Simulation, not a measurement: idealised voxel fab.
Documented hereafter: the process module known as voxel capacitor over wiring.
Square cell edge 5 nm, section width 155 nm, ID cut.
Just so we're on the same page, the cross-sections are grids of square cells, and they're listed out in bands top to bottom, each band one or more rows deep. Heads up on the band format: heights come first, top then bottom, in nm. After that it's the materials left to right, each with its width in nm. A single material flagged "everywhere" fills the whole band edge to edge, and "air" means there's empty space there. Heights are expressed relative to 0, this being the level below which the as-received wafer comprises one material exclusively. The lowest band is unbounded in the downward direction and is denoted as in "0 nm and below". You'd read "30->40" like this: the band's top row of cells is as wide as the first number, its bottom row is as wide as the second, and going down, every row changes width by the same amount as the row before did. Where the words "nothing changed" appear for a step, the cross-section shows no cell changed by that step; every cell remained as before. What "Sealed cavities" gives you is every empty space of 8 cells or more that is cut off from the top. Each appears as width x height at distance, with the distance taken from the left edge and width, height and distance all in nm. That trailing text on a step's line, after the settings, is the simulator's own remark on the step. The "overlay nm" setting may appear on a step's line; for a step that uses a mask, it gives how far to the right of its planned position the mask lay, and a negative value indicates the left.
Steps planned for the process:
1) RECEIVE with material Si
2) CONFORMAL_DEP with material SiO2, thk nm 15
3) CONFORMAL_DEP with material SiCN, thk nm 5
4) DIRECTIONAL_DEP with material SiO2, thk nm 15
5) PATTERN with tone open, mask id METAL_1, material resist, width nm 25, pitch nm 90, thk nm 20, overlay nm 0
6) DIRECTIONAL_ETCH with etch materials SiO2, depth nm 15
7) DIRECTIONAL_ETCH with etch materials SiCN, depth nm 5
8) STRIP with etch materials resist
9) CONFORMAL_DEP with material TiN, thk nm 5
10) FILL_DEP with material Ru, thk nm 10
11) CMP with height nm 35
12) CONFORMAL_DEP with material SiCN, thk nm 5
13) DIRECTIONAL_DEP with material SiO2, thk nm 15
14) DIRECTIONAL_DEP with material aC, thk nm 10
15) PATTERN with tone open, mask id PLUG_1, material resist, width nm 15, thk nm 25, overlay nm 0
16) DIRECTIONAL_ETCH with etch materials aC, depth nm 10
17) STRIP with etch materials resist
18) DIRECTIONAL_ETCH with etch materials SiO2, depth nm 15
19) DIRECTIONAL_ETCH with etch materials SiCN, depth nm 5
20) STRIP with etch materials aC
21) EPI with material Ru, thk nm 10
22) EPI with material Ru, thk nm 10
23) DIRECTIONAL_DEP with material TiN, thk nm 10
24) DIRECTIONAL_DEP with material HfO2, thk nm 5
25) DIRECTIONAL_DEP with material TiN, thk nm 5
26) PATTERN with tone cover, mask id UPPER_PLATE, material resist, width nm 70, thk nm 15, overlay nm 0
27) DIRECTIONAL_ETCH with etch materials TiN, depth nm 5
28) DIRECTIONAL_ETCH with etch materials HfO2, depth nm 5
29) STRIP with etch materials resist
30) PATTERN with tone cover, mask id LOWER_PLATE, material resist, width nm 80, thk nm 20, overlay nm 0
31) DIRECTIONAL_ETCH with etch materials TiN, depth nm 10
32) STRIP with etch materials resist
33) FILL_DEP with material SiO2, thk nm 20
34) CMP with height nm 90
35) PATTERN with tone open, mask id PLUG_2, material resist, width nm 15, thk nm 20, overlay nm 0
36) DIRECTIONAL_ETCH with etch materials SiO2, depth nm 15
37) STRIP with etch materials resist
38) CONFORMAL_DEP with material TiN, thk nm 5
39) FILL_DEP with material Ru, thk nm 10
40) CMP with height nm 90
41) CONFORMAL_DEP with material SiCN, thk nm 5
first wafer, as planned:
The cross-section here shows the wafer as received, i.e. in its state after step 1:
* 0 nm and below: Si everywhere
* Sealed cavities: none
Step 2 complete: cross-section through the wafer:
* 15 nm to 0 nm: SiO2 everywhere
* Below 0 it's all the same as before, nothing changed down there.
Step 3 complete: cross-section through the wafer:
* 20 nm to 15 nm: SiCN everywhere
* Below 15 it's all the same as before, nothing changed down there.
Step 4 complete: cross-section through the wafer:
* 35 nm to 20 nm: SiO2 everywhere
* Below 20 it's all the same as before, nothing changed down there.
Step 5 complete: cross-section through the wafer:
* 55 nm to 35 nm: 20 of resist, then 25 of air, then 65 of resist, then 25 of air, then 20 of resist
* Below 35 it's all the same as before, nothing changed down there.
Step 6 complete: cross-section through the wafer:
* 55 nm to 35 nm: 20 of resist, then 25 of air, then 65 of resist, then 25 of air, then 20 of resist
* 35 nm to 20 nm: 20 of SiO2, then 25 of air, then 65 of SiO2, then 25 of air, then 20 of SiO2
* Below 20 it's all the same as before, nothing changed down there.
Step 7 complete: cross-section through the wafer:
* 55 nm to 35 nm: 20 of resist, then 25 of air, then 65 of resist, then 25 of air, then 20 of resist
* 35 nm to 20 nm: 20 of SiO2, then 25 of air, then 65 of SiO2, then 25 of air, then 20 of SiO2
* 20 nm to 15 nm: 20 of SiCN, then 25 of air, then 65 of SiCN, then 25 of air, then 20 of SiCN
* Below 15 it's all the same as before, nothing changed down there.
Step 8 complete: cross-section through the wafer:
* 35 nm to 20 nm: 20 of SiO2, then 25 of air, then 65 of SiO2, then 25 of air, then 20 of SiO2
* Below 20 it's all the same as before, nothing changed down there.
Step 9 complete: cross-section through the wafer:
* 40 nm to 35 nm: 25 of TiN, then 15 of air, then 75 of TiN, then 15 of air, then 25 of TiN
* 35 nm to 20 nm: 20 of SiO2, then 5 of TiN, then 15 of air, then 5 of TiN, then 65 of SiO2, then 5 of TiN, then 15 of air, then 5 of TiN, then 20 of SiO2
* 20 nm to 15 nm: 20 of SiCN, then 25 of TiN, then 65 of SiCN, then 25 of TiN, then 20 of SiCN
* Below 15 it's all the same as before, nothing changed down there.
Step 10 complete: cross-section through the wafer:
* 50 nm to 40 nm: Ru everywhere
* 40 nm to 35 nm: 25 of TiN, then 15 of Ru, then 75 of TiN, then 15 of Ru, then 25 of TiN
* 35 nm to 20 nm: 20 of SiO2, then 5 of TiN, then 15 of Ru, then 5 of TiN, then 65 of SiO2, then 5 of TiN, then 15 of Ru, then 5 of TiN, then 20 of SiO2
* Below 20 it's all the same as before, nothing changed down there.
Step 11 complete: cross-section through the wafer:
* 35 nm to 20 nm: 20 of SiO2, then 5 of TiN, then 15 of Ru, then 5 of TiN, then 65 of SiO2, then 5 of TiN, then 15 of Ru, then 5 of TiN, then 20 of SiO2
* Below 20 it's all the same as before, nothing changed down there.
Step 12 complete: cross-section through the wafer:
* 40 nm to 35 nm: SiCN everywhere
* Below 35 it's all the same as before, nothing changed down there.
Step 13 complete: cross-section through the wafer:
* 55 nm to 40 nm: SiO2 everywhere
* Below 40 it's all the same as before, nothing changed down there.
Step 14 complete: cross-section through the wafer:
* 65 nm to 55 nm: aC everywhere
* Below 55 it's all the same as before, nothing changed down there.
Step 15 complete: cross-section through the wafer:
* 90 nm to 65 nm: 30 of resist, then 15 of air, then 110 of resist
* Below 65 it's all the same as before, nothing changed down there.
Step 16 complete: cross-section through the wafer:
* 80 nm to 65 nm: 30 of resist, then 15 of air, then 110 of resist
* 65 nm to 55 nm: 30 of aC, then 15 of air, then 110 of aC
* Below 55 it's all the same as before, nothing changed down there.
Step 17 complete: cross-section through the wafer:
* 65 nm to 55 nm: 30 of aC, then 15 of air, then 110 of aC
* Below 55 it's all the same as before, nothing changed down there.
Step 18 complete: cross-section through the wafer:
* 65 nm to 55 nm: 30 of aC, then 15 of air, then 110 of aC
* 55 nm to 40 nm: 30 of SiO2, then 15 of air, then 110 of SiO2
* Below 40 it's all the same as before, nothing changed down there.
Step 19 complete: cross-section through the wafer:
* 65 nm to 55 nm: 30 of aC, then 15 of air, then 110 of aC
* 55 nm to 40 nm: 30 of SiO2, then 15 of air, then 110 of SiO2
* 40 nm to 35 nm: 30 of SiCN, then 15 of air, then 110 of SiCN
* Below 35 it's all the same as before, nothing changed down there.
Step 20 complete: cross-section through the wafer:
* 55 nm to 40 nm: 30 of SiO2, then 15 of air, then 110 of SiO2
* Below 40 it's all the same as before, nothing changed down there.
Step 21 complete: cross-section through the wafer:
* 55 nm to 45 nm: 30 of SiO2, then 15 of air, then 110 of SiO2
* 45 nm to 40 nm: 30 of SiO2, then 15 of Ru, then 110 of SiO2
* 40 nm to 35 nm: 30 of SiCN, then 15 of Ru, then 110 of SiCN
* Below 35 it's all the same as before, nothing changed down there.
Step 22 complete: cross-section through the wafer:
* 55 nm to 40 nm: 30 of SiO2, then 15 of Ru, then 110 of SiO2
* Below 40 it's all the same as before, nothing changed down there.
Step 23 complete: cross-section through the wafer:
* 65 nm to 55 nm: TiN everywhere
* Below 55 it's all the same as before, nothing changed down there.
Step 24 complete: cross-section through the wafer:
* 70 nm to 65 nm: HfO2 everywhere
* Below 65 it's all the same as before, nothing changed down there.
Step 25 complete: cross-section through the wafer:
* 75 nm to 70 nm: TiN everywhere
* Below 70 it's all the same as before, nothing changed down there.
Step 26 complete: cross-section through the wafer:
* 90 nm to 75 nm: 30 of air, then 70 of resist, then 55 of air
* Below 75 it's all the same as before, nothing changed down there.
Step 27 complete: cross-section through the wafer:
* 90 nm to 75 nm: 30 of air, then 70 of resist, then 55 of air
* 75 nm to 70 nm: 30 of air, then 70 of TiN, then 55 of air
* Below 70 it's all the same as before, nothing changed down there.
Step 28 complete: cross-section through the wafer:
* 90 nm to 75 nm: 30 of air, then 70 of resist, then 55 of air
* 75 nm to 70 nm: 30 of air, then 70 of TiN, then 55 of air
* 70 nm to 65 nm: 30 of air, then 70 of HfO2, then 55 of air
* Below 65 it's all the same as before, nothing changed down there.
Step 29 complete: cross-section through the wafer:
* 75 nm to 70 nm: 30 of air, then 70 of TiN, then 55 of air
* Below 70 it's all the same as before, nothing changed down there.
Step 30 complete: cross-section through the wafer:
* 95 nm to 75 nm: 25 of air, then 80 of resist, then 50 of air
* 75 nm to 70 nm: 25 of air, then 5 of resist, then 70 of TiN, then 5 of resist, then 50 of air
* 70 nm to 65 nm: 25 of air, then 5 of resist, then 70 of HfO2, then 5 of resist, then 50 of air
* Below 65 it's all the same as before, nothing changed down there.
Step 31 complete: cross-section through the wafer:
* 95 nm to 75 nm: 25 of air, then 80 of resist, then 50 of air
* 75 nm to 70 nm: 25 of air, then 5 of resist, then 70 of TiN, then 5 of resist, then 50 of air
* 70 nm to 65 nm: 25 of air, then 5 of resist, then 70 of HfO2, then 5 of resist, then 50 of air
* 65 nm to 55 nm: 25 of air, then 80 of TiN, then 50 of air
* Below 55 it's all the same as before, nothing changed down there.
Step 32 complete: cross-section through the wafer:
* 75 nm to 70 nm: 30 of air, then 70 of TiN, then 55 of air
* 70 nm to 65 nm: 30 of air, then 70 of HfO2, then 55 of air
* Below 65 it's all the same as before, nothing changed down there.
Step 33 complete: cross-section through the wafer:
* 95 nm to 75 nm: SiO2 everywhere
* 75 nm to 70 nm: 30 of SiO2, then 70 of TiN, then 55 of SiO2
* 70 nm to 65 nm: 30 of SiO2, then 70 of HfO2, then 55 of SiO2
* 65 nm to 55 nm: 25 of SiO2, then 80 of TiN, then 50 of SiO2
* Below 55 it's all the same as before, nothing changed down there.
Step 34 complete: cross-section through the wafer:
* 90 nm to 75 nm: SiO2 everywhere
* Below 75 it's all the same as before, nothing changed down there.
Step 35 complete: cross-section through the wafer:
* 110 nm to 90 nm: 40 of resist, then 15 of air, then 100 of resist
* Below 90 it's all the same as before, nothing changed down there.
Step 36 complete: cross-section through the wafer:
* 110 nm to 90 nm: 40 of resist, then 15 of air, then 100 of resist
* 90 nm to 75 nm: 40 of SiO2, then 15 of air, then 100 of SiO2
* Below 75 it's all the same as before, nothing changed down there.
Step 37 complete: cross-section through the wafer:
* 90 nm to 75 nm: 40 of SiO2, then 15 of air, then 100 of SiO2
* Below 75 it's all the same as before, nothing changed down there.
Step 38 complete: cross-section through the wafer:
* 95 nm to 90 nm: 45 of TiN, then 5 of air, then 105 of TiN
* 90 nm to 80 nm: 40 of SiO2, then 5 of TiN, then 5 of air, then 5 of TiN, then 100 of SiO2
* 80 nm to 70 nm: 40->30 of SiO2, then 15->70 of TiN, then 100->55 of SiO2
* Below 70 it's all the same as before, nothing changed down there.
Step 39 complete: cross-section through the wafer:
* 105 nm to 95 nm: Ru everywhere
* 95 nm to 90 nm: 45 of TiN, then 5 of Ru, then 105 of TiN
* 90 nm to 80 nm: 40 of SiO2, then 5 of TiN, then 5 of Ru, then 5 of TiN, then 100 of SiO2
* Below 80 it's all the same as before, nothing changed down there.
Step 40 complete: cross-section through the wafer:
* 90 nm to 80 nm: 40 of SiO2, then 5 of TiN, then 5 of Ru, then 5 of TiN, then 100 of SiO2
* Below 80 it's all the same as before, nothing changed down there.
Step 41 complete: cross-section through the wafer:
* 95 nm to 90 nm: SiCN everywhere
* Below 90 it's all the same as before, nothing changed down there.
Second wafer, same starting conditions and recipe as the first, one mistake in executing it, nothing differs from the first up to and including step 29:
Cross-section: second wafer, time at which step 30 was scheduled to end:
* 95 nm to 75 nm: 20 of air, then 80 of resist, then 55 of air
* 75 nm to 70 nm: 20 of air, then 10 of resist, then 70 of TiN, then 55 of air
* 70 nm to 65 nm: 20 of air, then 10 of resist, then 70 of HfO2, then 55 of air
* Below 65 it's all the same as before, nothing changed down there.
Cross-section: second wafer, time at which step 31 was scheduled to end:
* 95 nm to 75 nm: 20 of air, then 80 of resist, then 55 of air
* 75 nm to 70 nm: 20 of air, then 10 of resist, then 70 of TiN, then 55 of air
* 70 nm to 65 nm: 20 of air, then 10 of resist, then 70 of HfO2, then 55 of air
* 65 nm to 55 nm: 20 of air, then 80 of TiN, then 55 of air
* Below 55 it's all the same as before, nothing changed down there.
Cross-section: second wafer, time at which step 32 was scheduled to end:
* 75 nm to 70 nm: 30 of air, then 70 of TiN, then 55 of air
* 70 nm to 65 nm: 30 of air, then 70 of HfO2, then 55 of air
* Below 65 it's all the same as before, nothing changed down there.
Cross-section: second wafer, time at which step 33 was scheduled to end:
* 95 nm to 75 nm: SiO2 everywhere
* 75 nm to 70 nm: 30 of SiO2, then 70 of TiN, then 55 of SiO2
* 70 nm to 65 nm: 30 of SiO2, then 70 of HfO2, then 55 of SiO2
* 65 nm to 55 nm: 20 of SiO2, then 80 of TiN, then 55 of SiO2
* Below 55 it's all the same as before, nothing changed down there.
Cross-section: second wafer, time at which step 34 was scheduled to end:
* 90 nm to 75 nm: SiO2 everywhere
* Below 75 it's all the same as before, nothing changed down there.
Cross-section: second wafer, time at which step 35 was scheduled to end:
* 110 nm to 90 nm: 40 of resist, then 15 of air, then 100 of resist
* Below 90 it's all the same as before, nothing changed down there.
Cross-section: second wafer, time at which step 36 was scheduled to end:
* 110 nm to 90 nm: 40 of resist, then 15 of air, then 100 of resist
* 90 nm to 75 nm: 40 of SiO2, then 15 of air, then 100 of SiO2
* Below 75 it's all the same as before, nothing changed down there.
Cross-section: second wafer, time at which step 37 was scheduled to end:
* 90 nm to 75 nm: 40 of SiO2, then 15 of air, then 100 of SiO2
* Below 75 it's all the same as before, nothing changed down there.
Cross-section: second wafer, time at which step 38 was scheduled to end:
* 95 nm to 90 nm: 45 of TiN, then 5 of air, then 105 of TiN
* 90 nm to 80 nm: 40 of SiO2, then 5 of TiN, then 5 of air, then 5 of TiN, then 100 of SiO2
* 80 nm to 70 nm: 40->30 of SiO2, then 15->70 of TiN, then 100->55 of SiO2
* Below 70 it's all the same as before, nothing changed down there.
Cross-section: second wafer, time at which step 39 was scheduled to end:
* 105 nm to 95 nm: Ru everywhere
* 95 nm to 90 nm: 45 of TiN, then 5 of Ru, then 105 of TiN
* 90 nm to 80 nm: 40 of SiO2, then 5 of TiN, then 5 of Ru, then 5 of TiN, then 100 of SiO2
* Below 80 it's all the same as before, nothing changed down there.
Cross-section: second wafer, time at which step 40 was scheduled to end:
* 90 nm to 80 nm: 40 of SiO2, then 5 of TiN, then 5 of Ru, then 5 of TiN, then 100 of SiO2
* Below 80 it's all the same as before, nothing changed down there.
Cross-section: second wafer, time at which step 41 was scheduled to end:
* 95 nm to 90 nm: SiCN everywhere
* Below 90 it's all the same as before, nothing changed down there.
Deviation from plan: so step 30 ended up running with a different setting than we planned, it ran as PATTERN with tone cover, mask id LOWER_PLATE, material resist, width nm 80, thk nm 20, overlay nm -5
Tallied in cells, the final second wafer holds each material in the same quantity as the first, although not at the same places.
